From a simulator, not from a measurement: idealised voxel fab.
Title: Process Module voxel ribs on slabs
Cross-sectional view cut (width: 285 nm; square cell size: 5 nm).
Cross-section spec: square-cell grid; bands listed top down; each band is one or more rows.
First you get the band's top height and its bottom height, in nm, and then the materials it's made of, left to right, with each width in nm. If you see a single material with "throughout", that one covers the band edge to edge. "blank" is empty space.
Beneath 0, the wafer as received is one material, and that level is where height counting begins. The lowest band goes on downward without a bottom; it is written like "z 0 and below".
Width: "30->40" (first number = top row, second number = bottom row, same change from row to row of cells).
You'll sometimes find "no modification" written for a step, and that's the way of saying that nowhere in the cross-section did a cell change during that step.
Entry "Fully enclosed voids" = empty spaces >= 8 cells with no open way to the top; each as width x height at distance, distance from left edge, all nm.
Post-settings text on a step line: simulator's own remark regarding the step.
The optional step-line setting "overlay nm" applies to steps with a mask and quantifies how far to the right of its planned location the mask lay, a negative value indicating leftward placement.
This section lists the process steps that were planned:
| 1 | RECEIVE [material Si] |
| 2 | DIRECTIONAL_DEP [material SiO2] [thk nm 30] |
| 3 | DIRECTIONAL_DEP [material SiN] [thk nm 20] |
| 4 | DIRECTIONAL_DEP [material aC] [thk nm 15] |
| 5 | PATTERN [tone cover] [mask id RIB] [material resist] [width nm 30] [thk nm 30] [overlay nm 0] |
| 6 | DIRECTIONAL_ETCH [etch materials aC] [depth nm 15] |
| 7 | STRIP [etch materials resist] |
| 8 | DIRECTIONAL_ETCH [etch materials SiN] [depth nm 5] |
| 9 | STRIP [etch materials aC] |
| 10 | DIRECTIONAL_DEP [material aC] [thk nm 15] |
| 11 | PATTERN [tone cover] [mask id SLAB] [material resist] [width nm 60] [thk nm 35] [overlay nm 0] |
| 12 | DIRECTIONAL_ETCH [etch materials aC] [depth nm 15] |
| 13 | STRIP [etch materials resist] |
| 14 | DIRECTIONAL_ETCH [etch materials SiN] [depth nm 15] |
| 15 | STRIP [etch materials aC] |
| 16 | FILL_DEP [material SiO2] [thk nm 25] |
| 17 | CMP [height nm 65] |
| 18 | DIRECTIONAL_DEP [material W] [thk nm 10] |
| 19 | PATTERN [tone cover] [mask id HEATER] [material resist] [width nm 40] [thk nm 20] [overlay nm 0] |
| 20 | DIRECTIONAL_ETCH [etch materials W] [depth nm 10] |
| 21 | STRIP [etch materials resist] |
| 22 | CONFORMAL_DEP [material SiN] [thk nm 10] |
Cross-section: wafer on arrival = after step 1:
- z 0 and below | Si throughout
- Fully enclosed voids: none
Cross-sectional result after module completion. Note: starting condition and plan are unchanged from above; one processing mistake was made:
- z 75 to 65 | 110 blank  60 SiN  115 blank
- z 65 to 55 | 120 SiN  40 W  125 SiN
- z 55 to 50 | SiO2 throughout
- z 50 to 45 | 125 SiO2  30 SiN  130 SiO2
- z 45 to 30 | 110 SiO2  60 SiN  115 SiO2
- z 30 to 0 | SiO2 throughout
- z 0 and below | Si throughout
- Fully enclosed voids: none
Against the plan, the run slipped here: step 17 did not happen as planned, as run it was CMP [height nm 55]
